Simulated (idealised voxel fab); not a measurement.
Process module name: voxel wiring stack
The figure presents cross-section cut, which has a width of 175 nm and is divided into square cells with an edge length of 5 nm.
Notation: cross-section as square-cell grid; stated in bands, top first, going down; one or more cell rows per band.
It is stipulated that each band's entry specify, in nanometres, the height of the top of the band and then that of its bottom, followed by the materials of the band in left-to-right sequence, each together with its width in nanometres. A single material marked by the word "throughout" is understood to fill the band from edge to edge; the word "blank" is understood to denote empty space.
Measure heights from 0. That's the level where, below it, the as-received wafer is all one material. The lowest band is bottomless and extends downward; write it as in "0 and below".
The expression "30->40" gives the width at the extremes of the band, the first number at its top row of cells and the second at its bottom row, with the width changing by equal amounts from each row to the next in between.
For the purposes of this document, the phrase "no change" attached to a step denotes that no cell within the cross-section was modified by that step.
Unvented voids: empty space of 8 cells or more with no open way to the top, each as width x height at its distance from the left edge, in nm
The remark found on a step's line after its settings is issued by the simulator itself and pertains to that step.
A step's line can hold "overlay nm"; with a mask on that step, the setting says how far right of the planned place the mask lay, while a negative setting says it lay to the left.

Below is the list of planned process steps
1 RECEIVE,material Si
2 CONFORMAL_DEP,material SiO2,thk nm 15
3 DIRECTIONAL_DEP,material TiN,thk nm 5
4 DIRECTIONAL_DEP,material W,thk nm 15
5 DIRECTIONAL_DEP,material aC,thk nm 10
6 PATTERN,tone cover,mask id METAL_1,material resist,width nm 25,pitch nm 55,thk nm 25,overlay nm 0
7 DIRECTIONAL_ETCH,etch materials aC,depth nm 10
8 STRIP,etch materials resist
9 DIRECTIONAL_ETCH,etch materials W,depth nm 15
10 DIRECTIONAL_ETCH,etch materials TiN,depth nm 5
11 STRIP,etch materials aC
12 CONFORMAL_DEP,material SiCN,thk nm 5
13 FILL_DEP,material SiO2,thk nm 5
14 CMP,height nm 35
15 CONFORMAL_DEP,material SiCN,thk nm 5
16 DIRECTIONAL_DEP,material lowk,thk nm 30
17 MASKED_ETCH,tone open,mask id METAL_2_HOLES,width nm 15,etch materials lowk,depth nm 30,overlay nm 0
18 MASKED_ETCH,tone open,mask id METAL_2,width nm 25,pitch nm 55,etch materials lowk,depth nm 20,overlay nm 0
19 MASKED_ETCH,tone open,mask id METAL_2,width nm 25,pitch nm 55,etch materials SiCN,depth nm 5,overlay nm 0
20 CONFORMAL_DEP,material TiN,thk nm 5
21 FILL_DEP,material Cu,thk nm 10
22 CMP,height nm 70
23 CONFORMAL_DEP,material SiN,thk nm 5

As received, after step 1
  0 and below = Si throughout
  Unvented voids: none

Final wafer profile in cross-section after the module, from the same start and plan as above, with one mistake made during processing
  75 down to 70 = SiN throughout
  70 down to 55 = lowk (45), TiN (5), Cu (20), TiN (5), lowk (30), TiN (5), Cu (15), TiN (5), lowk (45)
  55 down to 50 = lowk (45), TiN (5), Cu (5), TiN (20), lowk (30), TiN (25), lowk (45)
  50 down to 40 = lowk (45), TiN (5), Cu (5), TiN (5), lowk (115)
  40 down to 35 = SiCN (45), TiN (15), SiCN (115)
  35 down to 20 = SiO2 (40), SiCN (5), W (25), SiCN (5), SiO2 (20), SiCN (5), W (25), SiCN (5), SiO2 (45)
  20 down to 15 = SiCN (45), TiN (25), SiCN (30), TiN (25), SiCN (50)
  15 down to 0 = SiO2 throughout
  0 and below = Si throughout
  Unvented voids: none
So what did we get wrong on this run? step 18 deviated from plan and actually ran as MASKED_ETCH,tone open,mask id METAL_2,width nm 25,pitch nm 55,etch materials lowk,depth nm 20,overlay nm 5
